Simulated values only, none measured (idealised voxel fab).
process module | voxel transistor to metal
Square cells of 5 nm make up the cross-section cut, whose width is 280 nm.
Heads up, the way a cross-section reads in here is a grid of square cells, handed over as bands from the top down, with every band being one or more rows of cells.
What a band's entry tells you: where the top is and where the bottom is, as heights in nm, and after that what lies inside, material by material from left to right, each with its width in nm. Empty space is written as the word "air", and a single material marked with the word "all across" occupies the band from edge to edge.
Height datum 0, below which the as-received substrate wafer is one material. Lowest band open at the bottom, running downward: "0 and below".
A two-number width, for instance "30 to 40", indicates that the width is equal to the first number in the top row of the band and to the second number in the bottom row, and that it changes by a constant amount per row of cells.
When a step is marked "no modifications", none of the cells in the cross-section changed during that step.
Any empty space of 8 cells or more lacking an open way to the top shows up in "Closed void register" as width x height at distance, distance from the left edge, in nm.
What comes after the settings on a step's line is commentary from the simulator itself on that step.
When a step includes a mask, the "overlay nm" setting on its line states how far to the right of its planned place that mask lay, and negative values state how far to the left.

The planned process steps are enumerated hereunder:
1 op RECEIVE | material Si
2 op OXIDIZE | depth nm 5
3 op CONFORMAL_DEP | material SiN | thk nm 10
4 op MASKED_ETCH | tone cover | mask id ACTIVE | width nm 105 | pitch nm 125 | etch materials SiN | depth nm 10 | overlay nm 0
5 op MASKED_ETCH | tone cover | mask id ACTIVE | width nm 105 | pitch nm 125 | etch materials SiO2 | depth nm 5 | overlay nm 0
6 op MASKED_ETCH | tone cover | mask id ACTIVE | width nm 105 | pitch nm 125 | etch materials Si | depth nm 35 | overlay nm 0
7 op FILL_DEP | material SiO2 | thk nm 5
8 op CMP | height nm 10
9 op SELECTIVE_ETCH | etch materials SiO2 | depth nm 10
10 op STRIP | etch materials SiN
11 op SELECTIVE_ETCH | etch materials SiO2 | depth nm 5
12 op OXIDIZE | depth nm 5
13 op DIRECTIONAL_DEP | material polySi | thk nm 20
14 op DIRECTIONAL_DEP | material SiCN | thk nm 15
15 op PATTERN | tone cover | mask id GATE | material resist | width nm 25 | pitch nm 125 | thk nm 15 | overlay nm 0
16 op DIRECTIONAL_ETCH | etch materials SiCN | depth nm 25
17 op DIRECTIONAL_ETCH | etch materials polySi | depth nm 30
18 op STRIP | etch materials resist
19 op CONFORMAL_DEP | material SiO2 | thk nm 5
20 op DIRECTIONAL_ETCH | etch materials SiO2 | depth nm 5
21 op CONFORMAL_DEP | material SiN | thk nm 5
22 op DIRECTIONAL_ETCH | etch materials SiN | depth nm 5
23 op DIRECTIONAL_ETCH | etch materials SiO2 | depth nm 5
24 op DIRECTIONAL_ETCH | etch materials Si | depth nm 10
25 op EPI | material SiGe | thk nm 10
26 op FILL_DEP | material SiO2 | thk nm 5
27 op CMP | height nm 30
28 op DIRECTIONAL_DEP | material SiO2 | thk nm 10
29 op MASKED_ETCH | tone open | mask id CONTACT | width nm 20 | etch materials SiO2 | depth nm 50 | overlay nm 0
30 op CONFORMAL_DEP | material TiN | thk nm 5
31 op FILL_DEP | material W | thk nm 5
32 op CMP | height nm 40
33 op CONFORMAL_DEP | material SiN | thk nm 5
34 op DIRECTIONAL_DEP | material lowk | thk nm 15
35 op PATTERN | tone open | mask id METAL_1 | material resist | width nm 20 | thk nm 15 | overlay nm -15
36 op DIRECTIONAL_ETCH | etch materials lowk | depth nm 15
37 op DIRECTIONAL_ETCH | etch materials SiN | depth nm 5
38 op STRIP | etch materials resist
39 op CONFORMAL_DEP | material TiN | thk nm 5
40 op FILL_DEP | material Cu | thk nm 5
41 op CMP | height nm 60
42 op CONFORMAL_DEP | material SiCN | thk nm 5
43 op DIRECTIONAL_DEP | material SiO2 | thk nm 30
44 op MASKED_ETCH | tone open | mask id METAL_2_HOLES | width nm 15 | pitch nm 125 | etch materials SiO2 | depth nm 30 | overlay nm 0
45 op MASKED_ETCH | tone open | mask id METAL_2 | width nm 20 | pitch nm 125 | etch materials SiO2 | depth nm 15 | overlay nm 0
46 op MASKED_ETCH | tone open | mask id METAL_2 | width nm 20 | pitch nm 125 | etch materials SiCN | depth nm 5 | overlay nm 0
47 op CONFORMAL_DEP | material TiN | thk nm 5
48 op FILL_DEP | material Cu | thk nm 5
49 op CMP | height nm 95
50 op CONFORMAL_DEP | material SiCN | thk nm 5
All wafers enter the flow in the same state. The overlay nm at step 35 differs from wafer to wafer, and the plan gives the value for the first wafer.

Cross-section of the first incoming wafer of several, state after step 1:
0 and below: Si all across
Closed void register: none

Gained (+) or lost (-) cells of each material since receipt, then closed voids: one row per wafer, at the end of the module:
overlay nm -15, +40 Cu, -244 Si, +136 SiCN, +64 SiGe, +68 SiN, +672 SiO2, +160 TiN, +64 W, +120 lowk, +40 polySi, Closed void register: none
overlay nm -10, +40 Cu, -244 Si, +136 SiCN, +64 SiGe, +68 SiN, +672 SiO2, +160 TiN, +64 W, +120 lowk, +40 polySi, Closed void register: none
overlay nm -5, +40 Cu, -244 Si, +136 SiCN, +64 SiGe, +68 SiN, +672 SiO2, +160 TiN, +64 W, +120 lowk, +40 polySi, Closed void register: none
overlay nm 0, +40 Cu, -244 Si, +136 SiCN, +64 SiGe, +68 SiN, +672 SiO2, +160 TiN, +64 W, +120 lowk, +40 polySi, Closed void register: none
overlay nm 5, +40 Cu, -244 Si, +136 SiCN, +64 SiGe, +68 SiN, +672 SiO2, +160 TiN, +64 W, +120 lowk, +40 polySi, Closed void register: none
overlay nm 10, +40 Cu, -244 Si, +136 SiCN, +64 SiGe, +68 SiN, +672 SiO2, +160 TiN, +64 W, +120 lowk, +40 polySi, Closed void register: none
overlay nm 15, +40 Cu, -244 Si, +136 SiCN, +64 SiGe, +68 SiN, +672 SiO2, +160 TiN, +64 W, +120 lowk, +40 polySi, Closed void register: none
